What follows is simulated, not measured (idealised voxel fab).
process module | voxel released beams
cross-section cut | 140 nm wide | cells 5 nm
A cross-section is a grid of square cells, given in bands from the top down. A band is one or more rows of cells.
Each band's line starts with the height of the band's top and of its bottom, in nm. Then come its materials from left to right, each with its width in nm. One material with "throughout" fills the band from edge to edge. "air" is empty space.
Height 0 is the level under which the wafer as received is all one material. The lowest band goes on downwards, as in "0 down".
A width such as "30 to 40" changes by the same amount from each row of cells to the next, from the band's top row to its bottom row.
"no change" after a step means that no cell of the cross-section changed.
closed voids: empty space of 8 cells or more with no open way to the top, each as width x height at its distance from the left edge, in nm
after a step's settings: what the simulator itself notes on the step
overlay nm, on a step with a mask: how far to the right of its planned place the mask lay; to the left if negative
plan
1 op RECEIVE | material Si
2 op CONFORMAL_DEP | material SiN | thk nm 10
3 op DIRECTIONAL_DEP | material SiO2 | thk nm 10
4 op MASKED_ETCH | tone open | mask id ANCHOR | width nm 35 | etch materials SiO2 | depth nm 10 | overlay nm -15
5 op CONFORMAL_DEP | material polySi | thk nm 15
6 op DIRECTIONAL_DEP | material aC | thk nm 15
7 op PATTERN | tone cover | mask id BEAM | material resist | width nm 80 | thk nm 35 | overlay nm 0
8 op DIRECTIONAL_ETCH | etch materials aC | depth nm 15
9 op STRIP | etch materials resist
10 op DIRECTIONAL_ETCH | etch materials polySi | depth nm 15
11 op STRIP | etch materials aC
12 op STRIP | etch materials SiO2
varied across the wafers: overlay nm of step 4. The plan shows the first wafer's value. All wafers start alike
first wafer as received, after step 1
  0 down: Si throughout
  closed voids: none
first wafer at the end, after step 12
  35 to 25: air 25 | polySi 5 | air 5 | polySi 70 | air 35
  25 to 20: air 25 | polySi 80 | air 35
  20 to 10: air 15 | polySi 35 | air 90
  10 to 0: SiN throughout
  0 down: Si throughout
  closed voids: none
last wafer at the end
  35 to 25: air 25 | polySi 35 | air 5 | polySi 40 | air 35
  25 to 20: air 25 | polySi 80 | air 35
  20 to 10: air 45 | polySi 35 | air 60
  10 to 0: SiN throughout
  0 down: Si throughout
  closed voids: none
each wafer at the end: cells of each material gained (+) or lost (-) since it was received, then its closed voids
overlay nm -15 | +56 SiN | +60 polySi | closed voids: none
overlay nm -10 | +56 SiN | +60 polySi | closed voids: none
overlay nm -5 | +56 SiN | +60 polySi | closed voids: none
overlay nm 0 | +56 SiN | +60 polySi | closed voids: none
overlay nm 5 | +56 SiN | +60 polySi | closed voids: none
overlay nm 10 | +56 SiN | +60 polySi | closed voids: none
overlay nm 15 | +56 SiN | +60 polySi | closed voids: none
